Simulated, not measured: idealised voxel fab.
process module | voxel ribs on slabs
290 nm wide, 5 nm square cells: that's cross-section cut.
Just so we're on the same page, the cross-sections are grids of square cells, and they're listed out in bands top to bottom, each band one or more rows deep. Quick guide to a band line: top height, bottom height (nm) up front; then every material left to right with its width in nm. Only one material and it's marked "everywhere"? Then it fills the band edge to edge. And "air" just means empty space. Heights are expressed relative to 0, this being the level below which the as-received wafer comprises one material exclusively. The lowest band is unbounded in the downward direction and is denoted as in "z 0 and below". A width given as "30 to 40" starts at the first number in the band's top row and ends at the second number in its bottom row, shifting by an equal amount at every step from row to row. Basically "no modification" means that step didn't change any cell in the cross-section. For the entry "Unvented voids", the listed items are empty spaces with no open way to the top whose size is 8 cells or more; each item follows the pattern width x height at distance, where distance is from the left edge and all three are in nm. What comes after the settings on a step's line is commentary from the simulator itself on that step. "overlay nm", when on a step's line for a step with a mask, measures how far to the right of its planned place the mask lay; a negative measure means to the left.
**Process steps - plan**
1,RECEIVE, material Si
2,DIRECTIONAL_DEP, material SiO2, thk nm 25
3,DIRECTIONAL_DEP, material SiN, thk nm 15
4,DIRECTIONAL_DEP, material aC, thk nm 15
5,PATTERN, tone cover, mask id RIB, material resist, width nm 25, thk nm 30, overlay nm 0
6,DIRECTIONAL_ETCH, etch materials aC, depth nm 15
7,STRIP, etch materials resist
8,DIRECTIONAL_ETCH, etch materials SiN, depth nm 10
9,STRIP, etch materials aC
10,DIRECTIONAL_DEP, material aC, thk nm 10
11,PATTERN, tone cover, mask id SLAB, material resist, width nm 85, thk nm 25, overlay nm 0
12,DIRECTIONAL_ETCH, etch materials aC, depth nm 10
13,STRIP, etch materials resist
14,DIRECTIONAL_ETCH, etch materials SiN, depth nm 5
15,STRIP, etch materials aC
16,FILL_DEP, material SiO2, thk nm 15
17,CMP, height nm 50
18,DIRECTIONAL_DEP, material TiN, thk nm 10
19,DIRECTIONAL_DEP, material aC, thk nm 15
20,PATTERN, tone cover, mask id HEATER, material resist, width nm 35, thk nm 30, overlay nm 0
21,DIRECTIONAL_ETCH, etch materials aC, depth nm 15
22,STRIP, etch materials resist
23,DIRECTIONAL_ETCH, etch materials TiN, depth nm 10
24,STRIP, etch materials aC
25,CONFORMAL_DEP, material SiN, thk nm 10
**First wafer of two (run as planned)**
**Incoming wafer, cross-sectional view, post step 1**
- z 0 and below: Si everywhere
- Unvented voids: none
**Sectional view: wafer, after step 2**
- z 25 to 0: SiO2 everywhere
- Below 0, no change.
**Sectional view: wafer, after step 3**
- z 40 to 25: SiN everywhere
- Below 25, no change.
**Sectional view: wafer, after step 4**
- z 55 to 40: aC everywhere
- Below 40, no change.
**Sectional view: wafer, after step 5**
- z 85 to 55: air=130 / resist=25 / air=135
- Below 55, no change.
**Sectional view: wafer, after step 6**
- z 70 to 55: air=130 / resist=25 / air=135
- z 55 to 40: air=130 / aC=25 / air=135
- Below 40, no change.
**Sectional view: wafer, after step 7**
- z 55 to 40: air=130 / aC=25 / air=135
- Below 40, no change.
**Sectional view: wafer, after step 8**
- z 55 to 40: air=130 / aC=25 / air=135
- z 40 to 30: air=130 / SiN=25 / air=135
- Below 30, no change.
**Sectional view: wafer, after step 9**
- z 40 to 30: air=130 / SiN=25 / air=135
- Below 30, no change.
**Sectional view: wafer, after step 10**
- z 50 to 40: air=130 / aC=25 / air=135
- z 40 to 30: aC=130 / SiN=25 / aC=135
- Below 30, no change.
**Sectional view: wafer, after step 11**
- z 75 to 50: air=100 / resist=85 / air=105
- z 50 to 40: air=100 / resist=30 / aC=25 / resist=30 / air=105
- Below 40, no change.
**Sectional view: wafer, after step 12**
- z 65 to 50: air=100 / resist=85 / air=105
- z 50 to 40: air=100 / resist=30 / aC=25 / resist=30 / air=105
- z 40 to 30: air=100 / aC=30 / SiN=25 / aC=30 / air=105
- Below 30, no change.
**Sectional view: wafer, after step 13**
- z 50 to 40: air=130 / aC=25 / air=135
- Below 40, no change.
**Sectional view: wafer, after step 14**
- z 50 to 40: air=130 / aC=25 / air=135
- z 40 to 30: air=100 / aC=30 / SiN=25 / aC=30 / air=105
- z 30 to 25: air=100 / SiN=85 / air=105
- Below 25, no change.
**Sectional view: wafer, after step 15**
- z 40 to 30: air=130 / SiN=25 / air=135
- Below 30, no change.
**Sectional view: wafer, after step 16**
- z 55 to 40: SiO2 everywhere
- z 40 to 30: SiO2=130 / SiN=25 / SiO2=135
- z 30 to 25: SiO2=100 / SiN=85 / SiO2=105
- Below 25, no change.
**Sectional view: wafer, after step 17**
- z 50 to 40: SiO2 everywhere
- Below 40, no change.
**Sectional view: wafer, after step 18**
- z 60 to 50: TiN everywhere
- Below 50, no change.
**Sectional view: wafer, after step 19**
- z 75 to 60: aC everywhere
- Below 60, no change.
**Sectional view: wafer, after step 20**
- z 105 to 75: air=125 / resist=35 / air=130
- Below 75, no change.
**Sectional view: wafer, after step 21**
- z 90 to 75: air=125 / resist=35 / air=130
- z 75 to 60: air=125 / aC=35 / air=130
- Below 60, no change.
**Sectional view: wafer, after step 22**
- z 75 to 60: air=125 / aC=35 / air=130
- Below 60, no change.
**Sectional view: wafer, after step 23**
- z 75 to 60: air=125 / aC=35 / air=130
- z 60 to 50: air=125 / TiN=35 / air=130
- Below 50, no change.
**Sectional view: wafer, after step 24**
- z 60 to 50: air=125 / TiN=35 / air=130
- Below 50, no change.
**Sectional view: wafer, after step 25**
- z 70 to 60: air=115 / SiN=55 / air=120
- z 60 to 50: SiN=125 / TiN=35 / SiN=130
- Below 50, no change.
**What follows concerns the second wafer, which started out like the first and was meant to follow the very same plan; one mistake crept in when it was run, but everything up to and including step 1 is the same as for the first wafer**
**X-section, second wafer, when step 2 was due to finish**
- z 15 to 0: SiN everywhere
- Below 0, no change.
**X-section, second wafer, when step 3 was due to finish**
- z 40 to 15: SiO2 everywhere
- Below 15, no change.
**X-section, second wafer, when step 4 was due to finish**
- z 55 to 40: aC everywhere
- Below 40, no change.
**X-section, second wafer, when step 5 was due to finish**
- z 85 to 55: air=130 / resist=25 / air=135
- Below 55, no change.
**X-section, second wafer, when step 6 was due to finish**
- z 70 to 55: air=130 / resist=25 / air=135
- z 55 to 40: air=130 / aC=25 / air=135
- Below 40, no change.
**X-section, second wafer, when step 7 was due to finish**
- z 55 to 40: air=130 / aC=25 / air=135
- Below 40, no change.
X-section, second wafer, when step 8 was due to finish: no modification
**X-section, second wafer, when step 9 was due to finish**
- z 40 to 15: SiO2 everywhere
- Below 15, no change.
**X-section, second wafer, when step 10 was due to finish**
- z 50 to 40: aC everywhere
- Below 40, no change.
**X-section, second wafer, when step 11 was due to finish**
- z 75 to 50: air=100 / resist=85 / air=105
- Below 50, no change.
**X-section, second wafer, when step 12 was due to finish**
- z 65 to 50: air=100 / resist=85 / air=105
- z 50 to 40: air=100 / aC=85 / air=105
- Below 40, no change.
**X-section, second wafer, when step 13 was due to finish**
- z 50 to 40: air=100 / aC=85 / air=105
- Below 40, no change.
X-section, second wafer, when step 14 was due to finish: no modification
**X-section, second wafer, when step 15 was due to finish**
- z 40 to 15: SiO2 everywhere
- Below 15, no change.
**X-section, second wafer, when step 16 was due to finish**
- z 55 to 15: SiO2 everywhere
- Below 15, no change.
**X-section, second wafer, when step 17 was due to finish**
- z 50 to 15: SiO2 everywhere
- Below 15, no change.
**X-section, second wafer, when step 18 was due to finish**
- z 60 to 50: TiN everywhere
- Below 50, no change.
**X-section, second wafer, when step 19 was due to finish**
- z 75 to 60: aC everywhere
- Below 60, no change.
**X-section, second wafer, when step 20 was due to finish**
- z 105 to 75: air=125 / resist=35 / air=130
- Below 75, no change.
**X-section, second wafer, when step 21 was due to finish**
- z 90 to 75: air=125 / resist=35 / air=130
- z 75 to 60: air=125 / aC=35 / air=130
- Below 60, no change.
**X-section, second wafer, when step 22 was due to finish**
- z 75 to 60: air=125 / aC=35 / air=130
- Below 60, no change.
**X-section, second wafer, when step 23 was due to finish**
- z 75 to 60: air=125 / aC=35 / air=130
- z 60 to 50: air=125 / TiN=35 / air=130
- Below 50, no change.
**X-section, second wafer, when step 24 was due to finish**
- z 60 to 50: air=125 / TiN=35 / air=130
- Below 50, no change.
**X-section, second wafer, when step 25 was due to finish**
- z 70 to 60: air=115 / SiN=55 / air=120
- z 60 to 50: SiN=125 / TiN=35 / SiN=130
- Below 50, no change.
Which mistake was made when the wafer was run? a sequencing error occurred in which plan steps 2 and 3 were transposed
It is noted that, at the conclusion of processing, the second wafer exhibits a higher or lower cell count for certain materials relative to the first: 147 more of SiN; 147 fewer of SiO2
